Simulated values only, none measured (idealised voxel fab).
The following process module bears the name voxel ribs on slabs.
Section cut is 240 nm wide and gridded with 5 nm square cells.
Each cross-section below is a grid of square cells, stated as bands in top-down order, with one or more rows of cells making up each band.
The band entry comprises the height of the band's top followed by the height of its bottom, expressed in nm, and subsequently the band's materials from left to right, each stated together with its width in nm. Where a single material is marked with the word "all across", that material fills the band from edge to edge. The word "air" represents empty space.
Height is counted from the level 0, under which the received wafer is composed throughout of one material. The lowest of the bands is not closed at the bottom but continues downward, in the notation "0..down".
The expression "30..40" gives the width at the extremes of the band, the first number at its top row of cells and the second at its bottom row, with the width changing by equal amounts from each row to the next in between.
Where the words "no alteration" appear for a step, the cross-section shows no cell changed by that step; every cell remained as before.
The list in "Sealed void listing" covers empty spaces of 8 cells or more that cannot reach the top through any open way, and it gives each as width x height at distance; the distance is from the left edge, and width, height and distance are in nm.
Read whatever lies past the settings on a step's line as the simulator's own remark about the step.
For masked steps, "overlay nm" on the step line gives how far right of plan the mask actually lay; a minus sign means it lay to the left.

Below is the list of planned process steps:
step 1: RECEIVE (material Si)
step 2: DIRECTIONAL_DEP (material SiO2; thk nm 20)
step 3: DIRECTIONAL_DEP (material SiN; thk nm 20)
step 4: MASKED_ETCH (tone cover; mask id RIB; width nm 20; etch materials SiN; depth nm 5; overlay nm 0)
step 5: DIRECTIONAL_DEP (material aC; thk nm 10)
step 6: PATTERN (tone cover; mask id SLAB; material resist; width nm 60; thk nm 25; overlay nm 0)
step 7: DIRECTIONAL_ETCH (etch materials aC; depth nm 10)
step 8: STRIP (etch materials resist)
step 9: DIRECTIONAL_ETCH (etch materials SiN; depth nm 15)
step 10: STRIP (etch materials aC)
step 11: FILL_DEP (material SiO2; thk nm 25)
step 12: CMP (height nm 55)
step 13: DIRECTIONAL_DEP (material W; thk nm 5)
step 14: DIRECTIONAL_DEP (material aC; thk nm 15)
step 15: PATTERN (tone cover; mask id HEATER; material resist; width nm 30; thk nm 30; overlay nm 0)
step 16: DIRECTIONAL_ETCH (etch materials aC; depth nm 15)
step 17: STRIP (etch materials resist)
step 18: DIRECTIONAL_ETCH (etch materials W; depth nm 5)
step 19: STRIP (etch materials aC)
step 20: CONFORMAL_DEP (material SiO2; thk nm 5)

Cross-section of the incoming wafer, state after step 1:
0..down: Si all across
Sealed void listing: none

first wafer at the end, as planned:
65..60: air (100), then SiO2 (40), then air (100)
60..55: SiO2 (105), then W (30), then SiO2 (105)
55..40: SiO2 all across
40..35: SiO2 (110), then SiN (20), then SiO2 (110)
35..20: SiO2 (90), then SiN (60), then SiO2 (90)
20..0: SiO2 all across
0..down: Si all across
Sealed void listing: none

Wafer two cross-section, module end. Start and plan unchanged from wafer one; one mistake made during the run:
65..60: air (100), then SiO2 (40), then air (100)
60..55: SiO2 (105), then W (30), then SiO2 (105)
55..20: SiO2 all across
20..0: SiN all across
0..down: Si all across
Sealed void listing: none
What went wrong in running the wafer? ran 2 and 3 in swapped order versus the plan
Once processing is complete, comparing cell counts shows that the second wafer has more or fewer of certain materials than the first: SiN +152; SiO2 -152
